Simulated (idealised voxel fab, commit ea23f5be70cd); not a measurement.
The document below concerns the process module designated voxel transistor to metal.
Xsec cut, 190 nm wide, square cell size 5 nm.
Cross-section layout: square cells on a grid; listed as bands, top to bottom; a band spans one or more cell rows. Read a band's entry like this: the first values are the height of its top and the height of its bottom in nm, and what follows is the sequence of materials from left to right, each with its width in nm. Note that "empty" is empty space, and that a single material marked "everywhere" reaches across the band from edge to edge. Measure heights from 0. That's the level where, below it, the as-received wafer is all one material. The lowest band is bottomless and extends downward; write it as in "0 -> down". Top row gets the first number, bottom row gets the second, and each row in between changes by the same step: that is how a band width like "30 to 40" works. For the purposes of this document, the phrase "remained the same" attached to a step denotes that no cell within the cross-section was modified by that step. The list in "Trapped void list" covers empty spaces of 8 cells or more that cannot reach the top through any open way, and it gives each as width x height at distance; the distance is from the left edge, and width, height and distance are in nm. That trailing text on a step's line, after the settings, is the simulator's own remark on the step. "overlay nm" answers the question of how far to the right of plan the mask lay on a step that has a mask, and when it is negative the answer is to the left.
Here's what the planned process steps look like:
- 1: RECEIVE [material Si]
- 2: CONFORMAL_DEP [material SiO2] [thk nm 5]
- 3: CONFORMAL_DEP [material SiN] [thk nm 15]
- 4: MASKED_ETCH [tone cover] [mask id ACTIVE] [width nm 115] [etch materials SiN] [depth nm 15] [overlay nm 0]
- 5: MASKED_ETCH [tone cover] [mask id ACTIVE] [width nm 115] [etch materials SiO2] [depth nm 5] [overlay nm 0]
- 6: MASKED_ETCH [tone cover] [mask id ACTIVE] [width nm 115] [etch materials Si] [depth nm 30] [overlay nm 0]
- 7: OXIDIZE [depth nm 5]
- 8: FILL_DEP [material SiO2] [thk nm 10]
- 9: CMP [height nm 20]
- 10: SELECTIVE_ETCH [etch materials SiO2] [depth nm 15]
- 11: STRIP [etch materials SiN]
- 12: SELECTIVE_ETCH [etch materials SiO2] [depth nm 5]
- 13: OXIDIZE [depth nm 5]
- 14: DIRECTIONAL_DEP [material polySi] [thk nm 25]
- 15: DIRECTIONAL_DEP [material SiCN] [thk nm 10]
- 16: PATTERN [tone cover] [mask id GATE] [material resist] [width nm 25] [thk nm 20] [overlay nm 0]
- 17: DIRECTIONAL_ETCH [etch materials SiCN] [depth nm 20]
- 18: DIRECTIONAL_ETCH [etch materials polySi] [depth nm 35]
- 19: STRIP [etch materials resist]
- 20: CONFORMAL_DEP [material SiO2] [thk nm 5]
- 21: DIRECTIONAL_ETCH [etch materials SiO2] [depth nm 5]
- 22: CONFORMAL_DEP [material SiN] [thk nm 5]
- 23: DIRECTIONAL_ETCH [etch materials SiN] [depth nm 5]
- 24: DIRECTIONAL_ETCH [etch materials SiO2] [depth nm 5]
- 25: EPI [material pSi] [thk nm 5]
- 26: FILL_DEP [material SiO2] [thk nm 10]
- 27: CMP [height nm 35]
- 28: DIRECTIONAL_DEP [material SiO2] [thk nm 10]
- 29: MASKED_ETCH [tone open] [mask id CONTACT] [width nm 15] [pitch nm 80] [etch materials SiO2] [depth nm 35] [overlay nm 0]
- 30: CONFORMAL_DEP [material TiN] [thk nm 5]
- 31: FILL_DEP [material Ru] [thk nm 5]
- 32: CMP [height nm 45]
- 33: DIRECTIONAL_DEP [material TiN] [thk nm 5]
- 34: DIRECTIONAL_DEP [material W] [thk nm 25]
- 35: MASKED_ETCH [tone cover] [mask id METAL_1] [width nm 15] [pitch nm 80] [etch materials W] [depth nm 25] [overlay nm 0]
- 36: MASKED_ETCH [tone cover] [mask id METAL_1] [width nm 15] [pitch nm 80] [etch materials TiN] [depth nm 5] [overlay nm 0]
- 37: CONFORMAL_DEP [material SiCN] [thk nm 5]
- 38: FILL_DEP [material SiO2] [thk nm 5]
- 39: CMP [height nm 75]
- 40: CONFORMAL_DEP [material SiN] [thk nm 5]
Heads up: all these wafers start the same, and what changes between them is the depth nm in step 29. The value you see in the plan is just what the first wafer got.
Here's the first of the wafers in cross-section, just as we got it, i.e. after step 1:
* 0 -> down = Si everywhere
* Trapped void list: none
Where each wafer stands at the end of the module, a row apiece: cells of each material gained (+) or lost (-) since it was received, then closed voids:
depth nm 35, +12 Ru, -140 Si, +62 SiCN, +52 SiN, +517 SiO2, +36 TiN, +30 W, +14 pSi, +25 polySi, Trapped void list: none
depth nm 40, +14 Ru, -140 Si, +62 SiCN, +52 SiN, +511 SiO2, +40 TiN, +30 W, +14 pSi, +25 polySi, Trapped void list: none
depth nm 45, +16 Ru, -140 Si, +62 SiCN, +52 SiN, +505 SiO2, +44 TiN, +30 W, +14 pSi, +25 polySi, Trapped void list: none
depth nm 50, +16 Ru, -140 Si, +62 SiCN, +52 SiN, +505 SiO2, +44 TiN, +30 W, +14 pSi, +25 polySi, Trapped void list: none
depth nm 55, +16 Ru, -140 Si, +62 SiCN, +52 SiN, +505 SiO2, +44 TiN, +30 W, +14 pSi, +25 polySi, Trapped void list: none
depth nm 60, +16 Ru, -140 Si, +62 SiCN, +52 SiN, +505 SiO2, +44 TiN, +30 W, +14 pSi, +25 polySi, Trapped void list: none
